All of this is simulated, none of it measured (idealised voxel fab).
voxel transistor to metal: a process module
Cross-section cut spans 190 nm and uses square cells 5 nm in size.
Think of the cross-section as a grid of square cells. We describe it in bands, top to bottom, and each band covers one or more rows of those cells.
Per band: top height and bottom height in nm, followed by the left-to-right materials and their widths in nm; "edge to edge" marks a single material spanning edge to edge, "empty" marks empty space.
Measure heights from 0. That's the level where, below it, the as-received wafer is all one material. The lowest band is bottomless and extends downward; write it as in "0 nm and below".
Width: "30->40" (first number = top row, second number = bottom row, same change from row to row of cells).
"everything unchanged" -> step changed no cross-section cell.
You'll see "Enclosed voids" listing empty spaces that have no way open to the top, as long as they're 8 cells or more; the notation is width x height at distance, where the distance is from the left edge, and all of it is in nm.
Anything after a step's settings on that line? It's the simulator's own note about the step.
overlay nm: right-of-plan distance of the mask on a masked step; negative values mean left-of-plan.

[Planned step list for the process]
| 1 | RECEIVE [material Si] |
| 2 | OXIDIZE [depth nm 5] |
| 3 | CONFORMAL_DEP [material SiN] [thk nm 15] |
| 4 | PATTERN [tone cover] [mask id ACTIVE] [material resist] [width nm 105] [thk nm 20] [overlay nm 0] |
| 5 | DIRECTIONAL_ETCH [etch materials SiN] [depth nm 15] |
| 6 | DIRECTIONAL_ETCH [etch materials SiO2] [depth nm 5] |
| 7 | DIRECTIONAL_ETCH [etch materials Si] [depth nm 30] |
| 8 | STRIP [etch materials resist] |
| 9 | FILL_DEP [material SiO2] [thk nm 10] |
| 10 | CMP [height nm 15] |
| 11 | SELECTIVE_ETCH [etch materials SiO2] [depth nm 5] |
| 12 | STRIP [etch materials SiN] |
| 13 | SELECTIVE_ETCH [etch materials SiO2] [depth nm 5] |
| 14 | OXIDIZE [depth nm 5] |
| 15 | DIRECTIONAL_DEP [material polySi] [thk nm 30] |
| 16 | DIRECTIONAL_DEP [material SiCN] [thk nm 15] |
| 17 | DIRECTIONAL_DEP [material aC] [thk nm 10] |
| 18 | PATTERN [tone cover] [mask id GATE] [material resist] [width nm 35] [thk nm 25] [overlay nm 0] |
| 19 | DIRECTIONAL_ETCH [etch materials aC] [depth nm 10] |
| 20 | STRIP [etch materials resist] |
| 21 | DIRECTIONAL_ETCH [etch materials SiCN] [depth nm 25] |
| 22 | DIRECTIONAL_ETCH [etch materials polySi] [depth nm 40] |
| 23 | STRIP [etch materials aC] |
| 24 | CONFORMAL_DEP [material SiO2] [thk nm 5] |
| 25 | DIRECTIONAL_ETCH [etch materials SiO2] [depth nm 5] |
| 26 | CONFORMAL_DEP [material SiN] [thk nm 10] |
| 27 | DIRECTIONAL_ETCH [etch materials SiN] [depth nm 10] |
| 28 | DIRECTIONAL_ETCH [etch materials SiO2] [depth nm 5] |
| 29 | DIRECTIONAL_ETCH [etch materials Si] [depth nm 10] |
| 30 | EPI [material pSi] [thk nm 15] |
| 31 | FILL_DEP [material SiO2] [thk nm 10] |
| 32 | CMP [height nm 25] |
| 33 | STRIP [etch materials polySi] |
| 34 | SELECTIVE_ETCH [etch materials SiO2] [depth nm 5] |
| 35 | CONFORMAL_DEP [material HfO2] [thk nm 5] |
| 36 | CONFORMAL_DEP [material TiN] [thk nm 5] |
| 37 | FILL_DEP [material W] [thk nm 10] |
| 38 | CMP [height nm 20] |
| 39 | DIRECTIONAL_DEP [material SiO2] [thk nm 10] |
| 40 | MASKED_ETCH [tone open] [mask id CONTACT] [width nm 15] [pitch nm 80] [etch materials SiO2] [depth nm 25] [overlay nm 0] |
| 41 | CONFORMAL_DEP [material TiN] [thk nm 5] |
| 42 | FILL_DEP [material Ru] [thk nm 5] |
| 43 | CMP [height nm 30] |
| 44 | DIRECTIONAL_DEP [material TiN] [thk nm 5] |
| 45 | DIRECTIONAL_DEP [material W] [thk nm 15] |
| 46 | DIRECTIONAL_DEP [material aC] [thk nm 10] |
| 47 | PATTERN [tone cover] [mask id METAL_1] [material resist] [width nm 15] [pitch nm 80] [thk nm 25] [overlay nm 0] |
| 48 | DIRECTIONAL_ETCH [etch materials aC] [depth nm 10] |
| 49 | STRIP [etch materials resist] |
| 50 | DIRECTIONAL_ETCH [etch materials W] [depth nm 15] |
| 51 | DIRECTIONAL_ETCH [etch materials TiN] [depth nm 5] |
| 52 | STRIP [etch materials aC] |
| 53 | FILL_DEP [material lowk] [thk nm 5] |
| 54 | CMP [height nm 40] |
| 55 | CONFORMAL_DEP [material SiCN] [thk nm 5] |
It is noted that the wafers described herein are identical at the outset and are distinguished by the height nm of step 54; the value stated in the plan corresponds to the first wafer.

[The as-received cross-section of the first of several wafers corresponds to the state after step 1]
* 0 nm and below | Si edge to edge
* Enclosed voids: none

[First of several wafers, sectioned at end of module (last step: step 55)]
* 45 nm to 40 nm | SiCN edge to edge
* 40 nm to 35 nm | 45 nm lowk, then 15 nm W, then 65 nm lowk, then 15 nm W, then 50 nm lowk
* 35 nm to 30 nm | 45 nm lowk, then 15 nm TiN, then 65 nm lowk, then 15 nm TiN, then 50 nm lowk
* 30 nm to 20 nm | 45 nm SiO2, then 5 nm TiN, then 5 nm Ru, then 5 nm TiN, then 65 nm SiO2, then 5 nm TiN, then 5 nm Ru, then 5 nm TiN, then 50 nm SiO2
* 20 nm to 10 nm | 45 nm SiO2, then 5 nm TiN, then 5 nm Ru, then 5 nm TiN, then 10 nm SiN, then 5 nm HfO2, then 5 nm TiN, then 25 nm W, then 5 nm TiN, then 5 nm HfO2, then 10 nm SiN, then 5 nm TiN, then 5 nm Ru, then 5 nm TiN, then 50 nm SiO2
* 10 nm to 5 nm | 45 nm SiO2, then 15 nm TiN, then 10 nm SiN, then 5 nm HfO2, then 5 nm TiN, then 25 nm W, then 5 nm TiN, then 5 nm HfO2, then 10 nm SiN, then 15 nm TiN, then 50 nm SiO2
* 5 nm to 0 nm | 40 nm SiO2, then 10 nm SiN, then 10 nm pSi, then 10 nm SiN, then 5 nm HfO2, then 5 nm TiN, then 25 nm W, then 5 nm TiN, then 5 nm HfO2, then 10 nm SiN, then 10 nm pSi, then 10 nm SiN, then 45 nm SiO2
* 0 nm to -5 nm | 40 nm SiO2, then 10 nm SiN, then 10 nm pSi, then 10 nm SiN, then 5 nm HfO2, then 35 nm TiN, then 5 nm HfO2, then 10 nm SiN, then 10 nm pSi, then 10 nm SiN, then 45 nm SiO2
* -5 nm to -10 nm | 50 nm SiO2, then 10 nm pSi, then 10 nm SiO2, then 45 nm HfO2, then 10 nm SiO2, then 10 nm pSi, then 55 nm SiO2
* -10 nm to -20 nm | 40 nm SiO2, then 10 nm Si, then 10 nm pSi, then 65 nm Si, then 10 nm pSi, then 10 nm Si, then 45 nm SiO2
* -20 nm to -35 nm | 40 nm SiO2, then 105 nm Si, then 45 nm SiO2
* -35 nm and below | Si edge to edge
* Enclosed voids: none

[last wafer at the end]
* 60 nm to 55 nm | SiCN edge to edge
* 55 nm to 50 nm | lowk edge to edge
* 50 nm to 35 nm | 45 nm lowk, then 15 nm W, then 65 nm lowk, then 15 nm W, then 50 nm lowk
* 35 nm to 30 nm | 45 nm lowk, then 15 nm TiN, then 65 nm lowk, then 15 nm TiN, then 50 nm lowk
* 30 nm to 20 nm | 45 nm SiO2, then 5 nm TiN, then 5 nm Ru, then 5 nm TiN, then 65 nm SiO2, then 5 nm TiN, then 5 nm Ru, then 5 nm TiN, then 50 nm SiO2
* 20 nm to 10 nm | 45 nm SiO2, then 5 nm TiN, then 5 nm Ru, then 5 nm TiN, then 10 nm SiN, then 5 nm HfO2, then 5 nm TiN, then 25 nm W, then 5 nm TiN, then 5 nm HfO2, then 10 nm SiN, then 5 nm TiN, then 5 nm Ru, then 5 nm TiN, then 50 nm SiO2
* 10 nm to 5 nm | 45 nm SiO2, then 15 nm TiN, then 10 nm SiN, then 5 nm HfO2, then 5 nm TiN, then 25 nm W, then 5 nm TiN, then 5 nm HfO2, then 10 nm SiN, then 15 nm TiN, then 50 nm SiO2
* 5 nm to 0 nm | 40 nm SiO2, then 10 nm SiN, then 10 nm pSi, then 10 nm SiN, then 5 nm HfO2, then 5 nm TiN, then 25 nm W, then 5 nm TiN, then 5 nm HfO2, then 10 nm SiN, then 10 nm pSi, then 10 nm SiN, then 45 nm SiO2
* 0 nm to -5 nm | 40 nm SiO2, then 10 nm SiN, then 10 nm pSi, then 10 nm SiN, then 5 nm HfO2, then 35 nm TiN, then 5 nm HfO2, then 10 nm SiN, then 10 nm pSi, then 10 nm SiN, then 45 nm SiO2
* -5 nm to -10 nm | 50 nm SiO2, then 10 nm pSi, then 10 nm SiO2, then 45 nm HfO2, then 10 nm SiO2, then 10 nm pSi, then 55 nm SiO2
* -10 nm to -20 nm | 40 nm SiO2, then 10 nm Si, then 10 nm pSi, then 65 nm Si, then 10 nm pSi, then 10 nm Si, then 45 nm SiO2
* -20 nm to -35 nm | 40 nm SiO2, then 105 nm Si, then 45 nm SiO2
* -35 nm and below | Si edge to edge
* Enclosed voids: none

[each wafer at the end: cells of each material gained (+) or lost (-) since it was received, then its closed voids]
height nm 40, +19 HfO2, +8 Ru, -169 Si, +38 SiCN, +28 SiN, +265 SiO2, +43 TiN, +26 W, +64 lowk, +20 pSi, Enclosed voids: none
height nm 45, +19 HfO2, +8 Ru, -169 Si, +38 SiCN, +28 SiN, +265 SiO2, +43 TiN, +32 W, +96 lowk, +20 pSi, Enclosed voids: none
height nm 50, +19 HfO2, +8 Ru, -169 Si, +38 SiCN, +28 SiN, +265 SiO2, +43 TiN, +38 W, +128 lowk, +20 pSi, Enclosed voids: none
height nm 55, +19 HfO2, +8 Ru, -169 Si, +38 SiCN, +28 SiN, +265 SiO2, +43 TiN, +38 W, +166 lowk, +20 pSi, Enclosed voids: none
